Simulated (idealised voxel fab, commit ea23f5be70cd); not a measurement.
process module | voxel plated lines
cross-section cut | 265 nm wide | cells 5 nm
A cross-section is a grid of square cells, given in bands from the top down. A band is one or more rows of cells.
Each band's line starts with the height of the band's top and of its bottom, in nm. Then come its materials from left to right, each with its width in nm. One material with "throughout" fills the band from edge to edge. "air" is empty space.
Height 0 is the level under which the wafer as received is all one material. The lowest band goes on downwards, as in "0 down".
A width such as "30 to 40" changes by the same amount from each row of cells to the next, from the band's top row to its bottom row.
"no change" after a step means that no cell of the cross-section changed.
closed voids: empty space of 8 cells or more with no open way to the top, each as width x height at its distance from the left edge, in nm
after a step's settings: what the simulator itself notes on the step
overlay nm, on a step with a mask: how far to the right of its planned place the mask lay; to the left if negative
plan
1 op RECEIVE | material Si
2 op CONFORMAL_DEP | material SiO2 | thk nm 5
3 op DIRECTIONAL_DEP | material TiN | thk nm 5
4 op PATTERN | tone open | mask id LINES | material resist | width nm 30 | pitch nm 60 | thk nm 30 | overlay nm 0
5 op EPI | material Ru | thk nm 10
6 op EPI | material Ru | thk nm 10
7 op STRIP | etch materials resist
8 op DIRECTIONAL_ETCH | etch materials TiN | depth nm 5
9 op CONFORMAL_DEP | material SiO2 | thk nm 10
as received, after step 1
  0 down: Si throughout
  closed voids: none
a wafer at the end: this start, this plan, one mistake
  50 to 40: air 75 | SiO2 50 | air 10 | SiO2 50 | air 80
  40 to 15: air 75 | SiO2 10 | Ru 30 | SiO2 10 | air 10 | SiO2 10 | Ru 30 | SiO2 10 | air 80
  15 to 10: SiO2 85 | Ru 30 | SiO2 30 | Ru 30 | SiO2 90
  10 to 5: SiO2 85 | TiN 30 | SiO2 30 | TiN 30 | SiO2 90
  5 to 0: SiO2 throughout
  0 down: Si throughout
  closed voids: none
what went wrong: one of the steps 5 and 6, which are alike, was run twice
